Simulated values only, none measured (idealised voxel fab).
process module | voxel gate over fins
cross-section cut | 225 nm wide | cells 5 nm
A cross-section is a grid of square cells, given in bands from the top down. A band is one or more rows of cells.
Each band's line starts with the height of the band's top and of its bottom, in nm. Then come its materials from left to right, each with its width in nm. One material with "throughout" fills the band from edge to edge. "air" is empty space.
Height 0 is the level under which the wafer as received is all one material. The lowest band goes on downwards, as in "0 down".
A width such as "30 to 40" changes by the same amount from each row of cells to the next, from the band's top row to its bottom row.
"no change" after a step means that no cell of the cross-section changed.
closed voids: empty space of 8 cells or more with no open way to the top, each as width x height at its distance from the left edge, in nm
after a step's settings: what the simulator itself notes on the step
overlay nm, on a step with a mask: how far to the right of its planned place the mask lay; to the left if negative
plan
1 op RECEIVE | material Si
2 op CONFORMAL_DEP | material SiN | thk nm 5
3 op PATTERN | tone cover | mask id FINS | material resist | width nm 15 | pitch nm 45 | thk nm 20 | overlay nm -15
4 op DIRECTIONAL_ETCH | etch materials SiN | depth nm 5
5 op DIRECTIONAL_ETCH | etch materials Si | depth nm 35
6 op STRIP | etch materials resist
7 op OXIDIZE | depth nm 5
8 op FILL_DEP | material SiO2 | thk nm 5
9 op CMP | height nm 5
10 op SELECTIVE_ETCH | etch materials SiO2 | depth nm 15
11 op STRIP | etch materials SiN
12 op CONFORMAL_DEP | material HfO2 | thk nm 5
13 op CONFORMAL_DEP | material TiN | thk nm 5
14 op FILL_DEP | material W | thk nm 15
15 op CMP | height nm 20
16 op CONFORMAL_DEP | material SiN | thk nm 10
varied across the wafers: overlay nm of step 3. The plan shows the first wafer's value. All wafers start alike
first wafer as received, after step 1
  0 down: Si throughout
  closed voids: none
first wafer at the end, after step 16
  30 to 20: SiN throughout
  20 to 10: W throughout
  10 to 5: W 40 | TiN 25 | W 20 | TiN 25 | W 20 | TiN 25 | W 70
  5 to 0: W 40 | TiN 5 | HfO2 15 | TiN 5 | W 20 | TiN 5 | HfO2 15 | TiN 5 | W 20 | TiN 5 | HfO2 15 | TiN 5 | W 70
  0 to -5: TiN 45 | HfO2 5 | Si 5 | HfO2 5 | TiN 30 | HfO2 5 | Si 5 | HfO2 5 | TiN 30 | HfO2 5 | Si 5 | HfO2 5 | TiN 75
  -5 to -10: HfO2 50 | Si 5 | HfO2 40 | Si 5 | HfO2 40 | Si 5 | HfO2 80
  -10 to -40: SiO2 50 | Si 5 | SiO2 40 | Si 5 | SiO2 40 | Si 5 | SiO2 80
  -40 down: Si throughout
  closed voids: none
last wafer at the end
  30 to 20: SiN throughout
  20 to 10: W throughout
  10 to 5: W 70 | TiN 25 | W 20 | TiN 25 | W 20 | TiN 25 | W 40
  5 to 0: W 70 | TiN 5 | HfO2 15 | TiN 5 | W 20 | TiN 5 | HfO2 15 | TiN 5 | W 20 | TiN 5 | HfO2 15 | TiN 5 | W 40
  0 to -5: TiN 75 | HfO2 5 | Si 5 | HfO2 5 | TiN 30 | HfO2 5 | Si 5 | HfO2 5 | TiN 30 | HfO2 5 | Si 5 | HfO2 5 | TiN 45
  -5 to -10: HfO2 80 | Si 5 | HfO2 40 | Si 5 | HfO2 40 | Si 5 | HfO2 50
  -10 to -40: SiO2 80 | Si 5 | SiO2 40 | Si 5 | SiO2 40 | Si 5 | SiO2 50
  -40 down: Si throughout
  closed voids: none
each wafer at the end: cells of each material gained (+) or lost (-) since it was received, then its closed voids
overlay nm -15 | +57 HfO2 | -336 Si | +90 SiN | +252 SiO2 | +57 TiN | +150 W | closed voids: none
overlay nm -10 | +57 HfO2 | -336 Si | +90 SiN | +252 SiO2 | +57 TiN | +150 W | closed voids: none
overlay nm -5 | +57 HfO2 | -336 Si | +90 SiN | +252 SiO2 | +57 TiN | +150 W | closed voids: none
overlay nm 0 | +57 HfO2 | -336 Si | +90 SiN | +252 SiO2 | +57 TiN | +150 W | closed voids: none
overlay nm 5 | +57 HfO2 | -336 Si | +90 SiN | +252 SiO2 | +57 TiN | +150 W | closed voids: none
overlay nm 10 | +57 HfO2 | -336 Si | +90 SiN | +252 SiO2 | +57 TiN | +150 W | closed voids: none
overlay nm 15 | +57 HfO2 | -336 Si | +90 SiN | +252 SiO2 | +57 TiN | +150 W | closed voids: none
